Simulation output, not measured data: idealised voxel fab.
You're looking at the process module voxel plated lines.
Square cell edge 5 nm, section width 225 nm, ID cut.
A cross-section is written here as square cells arranged in a grid, and it is given in bands from the top down, each band taking up one or more rows of cells. Top, bottom (nm), then materials left to right with widths (nm); lone material tagged "edge to edge" fills the whole band edge to edge; "air" = empty space. We count height from 0. Below that, the starting wafer is all one material. The lowest band never ends at the bottom but goes on down; see "0..down" for how that is written. Top row gets the first number, bottom row gets the second, and each row in between changes by the same step: that is how a band width like "30 to 40" works. The cross-section has no changed cell in any step marked "no alteration". Closed voids list: empty space of 8 cells or more with no open way to the top, each as width x height at its distance from the left edge, in nm. Where a step's line continues beyond its settings, the continuation is a remark by the simulator itself on that step. Regarding "overlay nm": on a step with a mask, it is the distance the mask lay to the right of its planned place; a negative value places it to the left.
# List of planned process steps
- 1: RECEIVE, material Si
- 2: CONFORMAL_DEP, material Al2O3, thk nm 5
- 3: DIRECTIONAL_DEP, material TiN, thk nm 5
- 4: PATTERN, tone open, mask id LINES, material resist, width nm 15, pitch nm 45, thk nm 30, overlay nm 0
- 5: EPI, material Ru, thk nm 5
- 6: EPI, material Ru, thk nm 5
- 7: STRIP, etch materials resist
- 8: DIRECTIONAL_ETCH, etch materials TiN, depth nm 5
- 9: CONFORMAL_DEP, material SiN, thk nm 10
Don't read the plan's width nm for step 4 as applying to every wafer: that's the first wafer's value, and the wafers differ in it, though they all start identical.
# As-received state after step 1, first of several wafers, cross-section
* 0..down | Si edge to edge
* Closed voids list: none
# For your reference, the table is organized with a row per wafer; each row reflects the wafer at the end of the module, indicating for each material the cells gained (+) or lost (-) since receipt, and thereafter its closed voids
width nm 15, +45 Al2O3, +12 Ru, +114 SiN, +6 TiN, Closed voids list: none
width nm 20, +45 Al2O3, +16 Ru, +114 SiN, +8 TiN, Closed voids list: none
width nm 25, +45 Al2O3, +20 Ru, +114 SiN, +10 TiN, Closed voids list: none
width nm 30, +45 Al2O3, +24 Ru, +111 SiN, +12 TiN, Closed voids list: none
